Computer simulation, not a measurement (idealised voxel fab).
This is a process module. Its name is voxel self aligned vias.
The figure presents cross-section cut, which has a width of 270 nm and is divided into square cells with an edge length of 5 nm.
Cross-section format: a grid of square cells, given as bands from top to bottom; each band is one or more rows of cells.
Within each band entry, the heights of the top and of the bottom of the band appear first, in that order and in nm; the materials of the band then follow from left to right, each with its corresponding width in nm. The designation "edge to edge" on a single material indicates that it fills the band from edge to edge; the designation "empty" indicates empty space.
We count height from 0. Below that, the starting wafer is all one material. The lowest band never ends at the bottom but goes on down; see "0 down" for how that is written.
Top row gets the first number, bottom row gets the second, and each row in between changes by the same step: that is how a band width like "30->40" works.
Basically "changes: none" means that step didn't change any cell in the cross-section.
Each empty space that has no open way to the top and spans at least 8 cells appears under "Listed closed voids" as width x height at distance, the distance counted from the left edge, all in nm.
Whatever follows a step's settings on its line is a remark the simulator itself makes about that step.
Regarding "overlay nm": on a step with a mask, it is the distance the mask lay to the right of its planned place; a negative value places it to the left.
**The process steps that were planned are listed below**
- 1: RECEIVE | material Si
- 2: CONFORMAL_DEP | material SiO2 | thk nm 10
- 3: CONFORMAL_DEP | material SiCN | thk nm 5
- 4: DIRECTIONAL_DEP | material SiO2 | thk nm 30
- 5: PATTERN | tone open | mask id LINES | material resist | width nm 25 | pitch nm 65 | thk nm 20 | overlay nm 0
- 6: DIRECTIONAL_ETCH | etch materials SiO2 | depth nm 30
- 7: STRIP | etch materials resist
- 8: CONFORMAL_DEP | material TiN | thk nm 5
- 9: FILL_DEP | material W | thk nm 10
- 10: CMP | height nm 45
- 11: SELECTIVE_ETCH | etch materials W Ru TiN | depth nm 5
- 12: FILL_DEP | material SiN | thk nm 5
- 13: CMP | height nm 45
- 14: DIRECTIONAL_DEP | material SiO2 | thk nm 20
- 15: MASKED_ETCH | tone open | mask id VIAS | width nm 35 | pitch nm 65 | etch materials SiO2 | depth nm 20 | overlay nm 0
- 16: MASKED_ETCH | tone open | mask id VIAS | width nm 35 | pitch nm 65 | etch materials SiN | depth nm 5 | overlay nm 0
- 17: CONFORMAL_DEP | material TiN | thk nm 5
- 18: FILL_DEP | material Cu | thk nm 10
- 19: CMP | height nm 65
- 20: CONFORMAL_DEP | material SiCN | thk nm 5
**Here's what the wafer looked like in cross-section when it arrived - that's after step 1**
0 down | Si edge to edge
Listed closed voids: none
**First of two wafers at the end of the module, shown in cross-section; run carried out as planned**
70 to 65 | SiCN edge to edge
65 to 50 | 50 nm SiO2 / 5 nm TiN / 25 nm Cu / 5 nm TiN / 30 nm SiO2 / 5 nm TiN / 25 nm Cu / 5 nm TiN / 30 nm SiO2 / 5 nm TiN / 25 nm Cu / 5 nm TiN / 55 nm SiO2
50 to 45 | 50 nm SiO2 / 10 nm TiN / 15 nm Cu / 10 nm TiN / 30 nm SiO2 / 10 nm TiN / 15 nm Cu / 10 nm TiN / 30 nm SiO2 / 10 nm TiN / 15 nm Cu / 10 nm TiN / 55 nm SiO2
45 to 40 | 55 nm SiO2 / 25 nm TiN / 40 nm SiO2 / 25 nm TiN / 40 nm SiO2 / 25 nm TiN / 60 nm SiO2
40 to 20 | 55 nm SiO2 / 5 nm TiN / 15 nm W / 5 nm TiN / 40 nm SiO2 / 5 nm TiN / 15 nm W / 5 nm TiN / 40 nm SiO2 / 5 nm TiN / 15 nm W / 5 nm TiN / 60 nm SiO2
20 to 15 | 55 nm SiO2 / 25 nm TiN / 40 nm SiO2 / 25 nm TiN / 40 nm SiO2 / 25 nm TiN / 60 nm SiO2
15 to 10 | SiCN edge to edge
10 to 0 | SiO2 edge to edge
0 down | Si edge to edge
Listed closed voids: none
**Here is the second of the two wafers cut open at the end of the module - same start, same plan as the first one, but we made one mistake running it**
85 to 80 | SiCN edge to edge
80 to 70 | Cu edge to edge
70 to 65 | 55 nm TiN / 25 nm Cu / 40 nm TiN / 25 nm Cu / 40 nm TiN / 25 nm Cu / 60 nm TiN
65 to 50 | 50 nm SiO2 / 5 nm TiN / 25 nm Cu / 5 nm TiN / 30 nm SiO2 / 5 nm TiN / 25 nm Cu / 5 nm TiN / 30 nm SiO2 / 5 nm TiN / 25 nm Cu / 5 nm TiN / 55 nm SiO2
50 to 45 | 50 nm SiO2 / 10 nm TiN / 15 nm Cu / 10 nm TiN / 30 nm SiO2 / 10 nm TiN / 15 nm Cu / 10 nm TiN / 30 nm SiO2 / 10 nm TiN / 15 nm Cu / 10 nm TiN / 55 nm SiO2
45 to 40 | 55 nm SiO2 / 25 nm TiN / 40 nm SiO2 / 25 nm TiN / 40 nm SiO2 / 25 nm TiN / 60 nm SiO2
40 to 20 | 55 nm SiO2 / 5 nm TiN / 15 nm W / 5 nm TiN / 40 nm SiO2 / 5 nm TiN / 15 nm W / 5 nm TiN / 40 nm SiO2 / 5 nm TiN / 15 nm W / 5 nm TiN / 60 nm SiO2
20 to 15 | 55 nm SiO2 / 25 nm TiN / 40 nm SiO2 / 25 nm TiN / 40 nm SiO2 / 25 nm TiN / 60 nm SiO2
15 to 10 | SiCN edge to edge
10 to 0 | SiO2 edge to edge
0 down | Si edge to edge
Listed closed voids: none
Finding, execution versus plan: step 19 of the plan never got run, it was skipped over
Count the cells at the end and the second wafer has more or fewer of some materials than the first: Cu: 123 more | TiN: 39 more
